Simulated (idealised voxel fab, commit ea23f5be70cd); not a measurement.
process module | voxel fin reveal
cross-section cut | 250 nm wide | cells 5 nm
A cross-section is a grid of square cells, given in bands from the top down. A band is one or more rows of cells.
Each band's line starts with the height of the band's top and of its bottom, in nm. Then come its materials from left to right, each with its width in nm. One material with "throughout" fills the band from edge to edge. "air" is empty space.
Height 0 is the level under which the wafer as received is all one material. The lowest band goes on downwards, as in "0 down".
A width such as "30 to 40" changes by the same amount from each row of cells to the next, from the band's top row to its bottom row.
"no change" after a step means that no cell of the cross-section changed.
closed voids: empty space of 8 cells or more with no open way to the top, each as width x height at its distance from the left edge, in nm
after a step's settings: what the simulator itself notes on the step
overlay nm, on a step with a mask: how far to the right of its planned place the mask lay; to the left if negative
plan
1 op RECEIVE | material Si
2 op CONFORMAL_DEP | material SiN | thk nm 10
3 op DIRECTIONAL_DEP | material aC | thk nm 10
4 op PATTERN | tone cover | mask id FINS | material resist | width nm 15 | pitch nm 40 | thk nm 25 | overlay nm 0
5 op DIRECTIONAL_ETCH | etch materials aC | depth nm 10
6 op STRIP | etch materials resist
7 op DIRECTIONAL_ETCH | etch materials SiN | depth nm 10
8 op DIRECTIONAL_ETCH | etch materials Si | depth nm 40
9 op STRIP | etch materials aC
10 op OXIDIZE | depth nm 5
11 op FILL_DEP | material SiO2 | thk nm 15
12 op CMP | height nm 10
13 op SELECTIVE_ETCH | etch materials SiO2 | depth nm 20
14 op STRIP | etch materials SiN
as received, after step 1
  0 down: Si throughout
  closed voids: none
a wafer at the end: this start, this plan, one mistake
  10 to 0: air 95 | SiN 15 | air 25 | SiN 15 | air 100
  0 to -45: air 100 | Si 5 | air 35 | Si 5 | air 105
  -45 down: Si throughout
  closed voids: none
what went wrong: step 14 ran as: op STRIP | etch materials SiO2
